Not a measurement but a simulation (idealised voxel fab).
process module | voxel ribs on slabs
cross-section cut | 215 nm wide | cells 5 nm
A cross-section is a grid of square cells, given in bands from the top down. A band is one or more rows of cells.
Each band's line starts with the height of the band's top and of its bottom, in nm. Then come its materials from left to right, each with its width in nm. One material with "throughout" fills the band from edge to edge. "air" is empty space.
Height 0 is the level under which the wafer as received is all one material. The lowest band goes on downwards, as in "0 down".
A width such as "30 to 40" changes by the same amount from each row of cells to the next, from the band's top row to its bottom row.
"no change" after a step means that no cell of the cross-section changed.
closed voids: empty space of 8 cells or more with no open way to the top, each as width x height at its distance from the left edge, in nm
after a step's settings: what the simulator itself notes on the step
overlay nm, on a step with a mask: how far to the right of its planned place the mask lay; to the left if negative
plan
1 op RECEIVE | material Si
2 op DIRECTIONAL_DEP | material SiO2 | thk nm 30
3 op DIRECTIONAL_DEP | material polySi | thk nm 25
4 op DIRECTIONAL_DEP | material aC | thk nm 15
5 op PATTERN | tone cover | mask id RIB | material resist | width nm 15 | thk nm 35 | overlay nm 0
6 op DIRECTIONAL_ETCH | etch materials aC | depth nm 15
7 op STRIP | etch materials resist
8 op DIRECTIONAL_ETCH | etch materials polySi | depth nm 20
9 op STRIP | etch materials aC
10 op DIRECTIONAL_DEP | material aC | thk nm 10
11 op PATTERN | tone cover | mask id SLAB | material resist | width nm 55 | thk nm 30 | overlay nm 0
12 op DIRECTIONAL_ETCH | etch materials aC | depth nm 10
13 op STRIP | etch materials resist
14 op DIRECTIONAL_ETCH | etch materials polySi | depth nm 5
15 op STRIP | etch materials aC
16 op FILL_DEP | material SiO2 | thk nm 25
17 op CMP | height nm 70
18 op DIRECTIONAL_DEP | material W | thk nm 5
19 op MASKED_ETCH | tone cover | mask id HEATER | width nm 25 | etch materials W | depth nm 5 | overlay nm 0
20 op CONFORMAL_DEP | material SiN | thk nm 5
as received, after step 1
  0 down: Si throughout
  closed voids: none
a wafer at the end: this start, this plan, one mistake
  80 to 75: air 90 | SiN 35 | air 90
  75 to 70: SiN 95 | W 25 | SiN 95
  70 to 55: SiO2 throughout
  55 to 35: SiO2 100 | polySi 15 | SiO2 100
  35 to 30: SiO2 85 | polySi 45 | SiO2 85
  30 to 0: SiO2 throughout
  0 down: Si throughout
  closed voids: none
what went wrong: step 11 ran as: op PATTERN | tone cover | mask id SLAB | material resist | width nm 45 | thk nm 30 | overlay nm 0
